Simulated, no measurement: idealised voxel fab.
process module | voxel plated lines
cross-section cut | 255 nm wide | cells 5 nm
A cross-section is a grid of square cells, given in bands from the top down. A band is one or more rows of cells.
Each band's line starts with the height of the band's top and of its bottom, in nm. Then come its materials from left to right, each with its width in nm. One material with "throughout" fills the band from edge to edge. "air" is empty space.
Height 0 is the level under which the wafer as received is all one material. The lowest band goes on downwards, as in "0 down".
A width such as "30 to 40" changes by the same amount from each row of cells to the next, from the band's top row to its bottom row.
"no change" after a step means that no cell of the cross-section changed.
closed voids: empty space of 8 cells or more with no open way to the top, each as width x height at its distance from the left edge, in nm
after a step's settings: what the simulator itself notes on the step
overlay nm, on a step with a mask: how far to the right of its planned place the mask lay; to the left if negative
plan
1 op RECEIVE | material Si
2 op CONFORMAL_DEP | material Al2O3 | thk nm 15
3 op DIRECTIONAL_DEP | material TiN | thk nm 5
4 op PATTERN | tone open | mask id LINES | material resist | width nm 15 | pitch nm 40 | thk nm 30 | overlay nm 0
5 op EPI | material Ru | thk nm 10
6 op EPI | material Ru | thk nm 5
7 op STRIP | etch materials resist
8 op DIRECTIONAL_ETCH | etch materials TiN | depth nm 5
9 op CONFORMAL_DEP | material SiO2 | thk nm 5
as received, after step 1
  0 down: Si throughout
  closed voids: none
a wafer at the end: this start, this plan, one mistake
  25 to 15: SiO2 throughout
  15 to 0: Al2O3 throughout
  0 down: Si throughout
  closed voids: none
what went wrong: step 3 ran as: op DIRECTIONAL_DEP | material SiO2 | thk nm 5
